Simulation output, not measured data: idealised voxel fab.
process module | voxel self aligned vias
cross-section cut | 280 nm wide | cells 5 nm
A cross-section is a grid of square cells, given in bands from the top down. A band is one or more rows of cells.
Each band's line starts with the height of the band's top and of its bottom, in nm. Then come its materials from left to right, each with its width in nm. One material with "throughout" fills the band from edge to edge. "air" is empty space.
Height 0 is the level under which the wafer as received is all one material. The lowest band goes on downwards, as in "0 down".
A width such as "30 to 40" changes by the same amount from each row of cells to the next, from the band's top row to its bottom row.
"no change" after a step means that no cell of the cross-section changed.
closed voids: empty space of 8 cells or more with no open way to the top, each as width x height at its distance from the left edge, in nm
after a step's settings: what the simulator itself notes on the step
overlay nm, on a step with a mask: how far to the right of its planned place the mask lay; to the left if negative
plan
1 op RECEIVE | material Si
2 op CONFORMAL_DEP | material SiO2 | thk nm 10
3 op CONFORMAL_DEP | material SiCN | thk nm 5
4 op DIRECTIONAL_DEP | material lowk | thk nm 25
5 op DIRECTIONAL_DEP | material aC | thk nm 15
6 op PATTERN | tone open | mask id LINES | material resist | width nm 30 | pitch nm 75 | thk nm 30 | overlay nm 0
7 op DIRECTIONAL_ETCH | etch materials aC | depth nm 15
8 op STRIP | etch materials resist
9 op DIRECTIONAL_ETCH | etch materials lowk | depth nm 25
10 op STRIP | etch materials aC
11 op CONFORMAL_DEP | material TiN | thk nm 5
12 op FILL_DEP | material W | thk nm 5
13 op CMP | height nm 40
14 op SELECTIVE_ETCH | etch materials W Ru TiN | depth nm 5
15 op FILL_DEP | material SiN | thk nm 10
16 op CMP | height nm 40
17 op DIRECTIONAL_DEP | material lowk | thk nm 15
18 op DIRECTIONAL_DEP | material aC | thk nm 15
19 op PATTERN | tone open | mask id VIAS | material resist | width nm 50 | thk nm 30 | overlay nm 0
20 op DIRECTIONAL_ETCH | etch materials aC | depth nm 15
21 op STRIP | etch materials resist
22 op DIRECTIONAL_ETCH | etch materials lowk | depth nm 15
23 op DIRECTIONAL_ETCH | etch materials SiN | depth nm 5
24 op STRIP | etch materials aC
25 op CONFORMAL_DEP | material TiN | thk nm 5
26 op FILL_DEP | material Ru | thk nm 5
27 op CMP | height nm 55
28 op CONFORMAL_DEP | material SiCN | thk nm 5
as received, after step 1
  0 down: Si throughout
  closed voids: none
a wafer at the end: this start, this plan, one mistake
  60 to 55: SiCN throughout
  55 to 40: SiO2 throughout
  40 to 35: lowk 85 | SiN 30 | lowk 45 | SiN 30 | lowk 90
  35 to 20: lowk 85 | TiN 5 | W 20 | TiN 5 | lowk 45 | TiN 5 | W 20 | TiN 5 | lowk 90
  20 to 15: lowk 85 | TiN 30 | lowk 45 | TiN 30 | lowk 90
  15 to 10: SiCN throughout
  10 to 0: SiO2 throughout
  0 down: Si throughout
  closed voids: none
what went wrong: step 17 ran as: op DIRECTIONAL_DEP | material SiO2 | thk nm 15
